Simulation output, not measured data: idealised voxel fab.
Module name: voxel plated lines (process module)
It is cross-section cut that appears here, measuring 240 nm in width, its square cells being 5 nm in size.
How to read a cross-section here: the picture is a grid of square cells, written as bands going from the top down, and any band can span one or more rows of cells.
The entry gives the band's vertical extent as a top height and a bottom height in nm, then its horizontal make-up as materials from left to right, each with a width in nm. "empty" stands for empty space; a single material marked "edge to edge" fills the band edge to edge.
The level at which height equals 0 is the one under which the wafer, as it arrives, is entirely one material. No lower edge exists for the bottom band, which continues downward and is notated as in "0 nm and below".
The two numbers in a width such as "30->40" mark its ends across the band: the first belongs to the top row of cells, the second to the bottom row, and from each row to the next the width moves by the same amount.
Given "same as before" for a step, no cell of the cross-section differs between before and after that step.
What "Closed internal cavities" gives you is every empty space of 8 cells or more that is cut off from the top. Each appears as width x height at distance, with the distance taken from the left edge and width, height and distance all in nm.
Past the settings on a step's line: simulator remark, on that step.
You can add "overlay nm" to a step's line. For a step with a mask, it describes how far the mask lay to the right of its planned position, and a negative number describes a lay to the left.

[The steps planned for the process are as follows]
1,RECEIVE, material Si
2,CONFORMAL_DEP, material Al2O3, thk nm 5
3,DIRECTIONAL_DEP, material TiN, thk nm 5
4,PATTERN, tone open, mask id LINES, material resist, width nm 20, pitch nm 50, thk nm 40, overlay nm 0
5,EPI, material Ru, thk nm 10
6,EPI, material Ru, thk nm 10
7,EPI, material Ru, thk nm 5
8,STRIP, etch materials resist
9,DIRECTIONAL_ETCH, etch materials TiN, depth nm 5
10,CONFORMAL_DEP, material SiO2, thk nm 10

[Concerning the first of two wafers, which was run in accordance with the plan]

[This is the cross-section of the wafer as we received it, i.e. after step 1]
	0 nm and below  Si edge to edge
	Closed internal cavities: none

[Once step 2 is through, the wafer looks like this in cross-section]
	5 nm to 0 nm  Al2O3 edge to edge
	Lower than 0, everything is as it was.

[Once step 3 is through, the wafer looks like this in cross-section]
	10 nm to 5 nm  TiN edge to edge
	Lower than 5, everything is as it was.

[Once step 4 is through, the wafer looks like this in cross-section]
	50 nm to 10 nm  35 nm resist / 20 nm empty / 30 nm resist / 20 nm empty / 30 nm resist / 20 nm empty / 30 nm resist / 20 nm empty / 35 nm resist
	Lower than 10, everything is as it was.

[Once step 5 is through, the wafer looks like this in cross-section]
	50 nm to 20 nm  35 nm resist / 20 nm empty / 30 nm resist / 20 nm empty / 30 nm resist / 20 nm empty / 30 nm resist / 20 nm empty / 35 nm resist
	20 nm to 10 nm  35 nm resist / 20 nm Ru / 30 nm resist / 20 nm Ru / 30 nm resist / 20 nm Ru / 30 nm resist / 20 nm Ru / 35 nm resist
	Lower than 10, everything is as it was.

[Once step 6 is through, the wafer looks like this in cross-section]
	50 nm to 30 nm  35 nm resist / 20 nm empty / 30 nm resist / 20 nm empty / 30 nm resist / 20 nm empty / 30 nm resist / 20 nm empty / 35 nm resist
	30 nm to 10 nm  35 nm resist / 20 nm Ru / 30 nm resist / 20 nm Ru / 30 nm resist / 20 nm Ru / 30 nm resist / 20 nm Ru / 35 nm resist
	Lower than 10, everything is as it was.

[Once step 7 is through, the wafer looks like this in cross-section]
	50 nm to 35 nm  35 nm resist / 20 nm empty / 30 nm resist / 20 nm empty / 30 nm resist / 20 nm empty / 30 nm resist / 20 nm empty / 35 nm resist
	35 nm to 10 nm  35 nm resist / 20 nm Ru / 30 nm resist / 20 nm Ru / 30 nm resist / 20 nm Ru / 30 nm resist / 20 nm Ru / 35 nm resist
	Lower than 10, everything is as it was.

[Once step 8 is through, the wafer looks like this in cross-section]
	35 nm to 10 nm  35 nm empty / 20 nm Ru / 30 nm empty / 20 nm Ru / 30 nm empty / 20 nm Ru / 30 nm empty / 20 nm Ru / 35 nm empty
	Lower than 10, everything is as it was.

[Once step 9 is through, the wafer looks like this in cross-section]
	35 nm to 10 nm  35 nm empty / 20 nm Ru / 30 nm empty / 20 nm Ru / 30 nm empty / 20 nm Ru / 30 nm empty / 20 nm Ru / 35 nm empty
	10 nm to 5 nm  35 nm empty / 20 nm TiN / 30 nm empty / 20 nm TiN / 30 nm empty / 20 nm TiN / 30 nm empty / 20 nm TiN / 35 nm empty
	Lower than 5, everything is as it was.

[Once step 10 is through, the wafer looks like this in cross-section]
	45 nm to 35 nm  25 nm empty / 40 nm SiO2 / 10 nm empty / 40 nm SiO2 / 10 nm empty / 40 nm SiO2 / 10 nm empty / 40 nm SiO2 / 25 nm empty
	35 nm to 15 nm  25 nm empty / 10 nm SiO2 / 20 nm Ru / 10 nm SiO2 / 10 nm empty / 10 nm SiO2 / 20 nm Ru / 10 nm SiO2 / 10 nm empty / 10 nm SiO2 / 20 nm Ru / 10 nm SiO2 / 10 nm empty / 10 nm SiO2 / 20 nm Ru / 10 nm SiO2 / 25 nm empty
	15 nm to 10 nm  35 nm SiO2 / 20 nm Ru / 30 nm SiO2 / 20 nm Ru / 30 nm SiO2 / 20 nm Ru / 30 nm SiO2 / 20 nm Ru / 35 nm SiO2
	10 nm to 5 nm  35 nm SiO2 / 20 nm TiN / 30 nm SiO2 / 20 nm TiN / 30 nm SiO2 / 20 nm TiN / 30 nm SiO2 / 20 nm TiN / 35 nm SiO2
	Lower than 5, everything is as it was.

[Wafer two of the pair: same origin, same plan, one error during the run; identical to wafer one up to and including step 9]

[What the second wafer looks like in cross-section when step 10 should have wrapped up]
	40 nm to 35 nm  30 nm empty / 30 nm SiO2 / 20 nm empty / 30 nm SiO2 / 20 nm empty / 30 nm SiO2 / 20 nm empty / 30 nm SiO2 / 30 nm empty
	35 nm to 10 nm  30 nm empty / 5 nm SiO2 / 20 nm Ru / 5 nm SiO2 / 20 nm empty / 5 nm SiO2 / 20 nm Ru / 5 nm SiO2 / 20 nm empty / 5 nm SiO2 / 20 nm Ru / 5 nm SiO2 / 20 nm empty / 5 nm SiO2 / 20 nm Ru / 5 nm SiO2 / 30 nm empty
	10 nm to 5 nm  35 nm SiO2 / 20 nm TiN / 30 nm SiO2 / 20 nm TiN / 30 nm SiO2 / 20 nm TiN / 30 nm SiO2 / 20 nm TiN / 35 nm SiO2
	Lower than 5, everything is as it was.
In executing the process, a mistake was made relative to the plan: heads up, step 10 didn't go per plan, it actually ran as CONFORMAL_DEP, material SiO2, thk nm 5
Looking at both finished wafers in cells, the second ends up ahead of or behind the first on some materials: -96 SiO2
